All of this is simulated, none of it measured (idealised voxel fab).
process module | voxel tone inversion
cross-section cut | 235 nm wide | cells 5 nm
A cross-section is a grid of square cells, given in bands from the top down. A band is one or more rows of cells.
Each band's line starts with the height of the band's top and of its bottom, in nm. Then come its materials from left to right, each with its width in nm. One material with "throughout" fills the band from edge to edge. "air" is empty space.
Height 0 is the level under which the wafer as received is all one material. The lowest band goes on downwards, as in "0 down".
A width such as "30 to 40" changes by the same amount from each row of cells to the next, from the band's top row to its bottom row.
"no change" after a step means that no cell of the cross-section changed.
closed voids: empty space of 8 cells or more with no open way to the top, each as width x height at its distance from the left edge, in nm
after a step's settings: what the simulator itself notes on the step
overlay nm, on a step with a mask: how far to the right of its planned place the mask lay; to the left if negative
plan
1 op RECEIVE | material Si
2 op CONFORMAL_DEP | material SiCN | thk nm 5
3 op DIRECTIONAL_DEP | material aC | thk nm 15
4 op PATTERN | tone cover | mask id POSTS | material resist | width nm 20 | pitch nm 45 | thk nm 25 | overlay nm 0
5 op DIRECTIONAL_ETCH | etch materials aC | depth nm 15
6 op STRIP | etch materials resist
7 op FILL_DEP | material SiO2 | thk nm 5
8 op CMP | height nm 20
9 op STRIP | etch materials aC
10 op CONFORMAL_DEP | material TiN | thk nm 5
11 op FILL_DEP | material W | thk nm 10
12 op CMP | height nm 20
13 op CONFORMAL_DEP | material SiN | thk nm 5
varied across the wafers: depth nm of step 5. The plan shows the first wafer's value. All wafers start alike
first wafer as received, after step 1
  0 down: Si throughout
  closed voids: none
first wafer at the end, after step 13
  25 to 20: SiN throughout
  20 to 10: SiO2 85 | TiN 5 | W 10 | TiN 5 | SiO2 25 | TiN 5 | W 10 | TiN 5 | SiO2 85
  10 to 5: SiO2 85 | TiN 20 | SiO2 25 | TiN 20 | SiO2 85
  5 to 0: SiCN throughout
  0 down: Si throughout
  closed voids: none
last wafer at the end
  25 to 20: SiN throughout
  20 to 15: SiO2 throughout
  15 to 5: SiO2 85 | aC 20 | SiO2 25 | aC 20 | SiO2 85
  5 to 0: SiCN throughout
  0 down: Si throughout
  closed voids: none
each wafer at the end: cells of each material gained (+) or lost (-) since it was received, then its closed voids
depth nm 15 | +47 SiCN | +47 SiN | +117 SiO2 | +16 TiN | +8 W | closed voids: none
depth nm 20 | +47 SiCN | +47 SiN | +117 SiO2 | +16 TiN | +8 W | closed voids: none
depth nm 25 | +47 SiCN | +47 SiN | +117 SiO2 | +16 TiN | +8 W | closed voids: none
depth nm 30 | +47 SiCN | +47 SiN | +125 SiO2 | +16 aC | closed voids: none
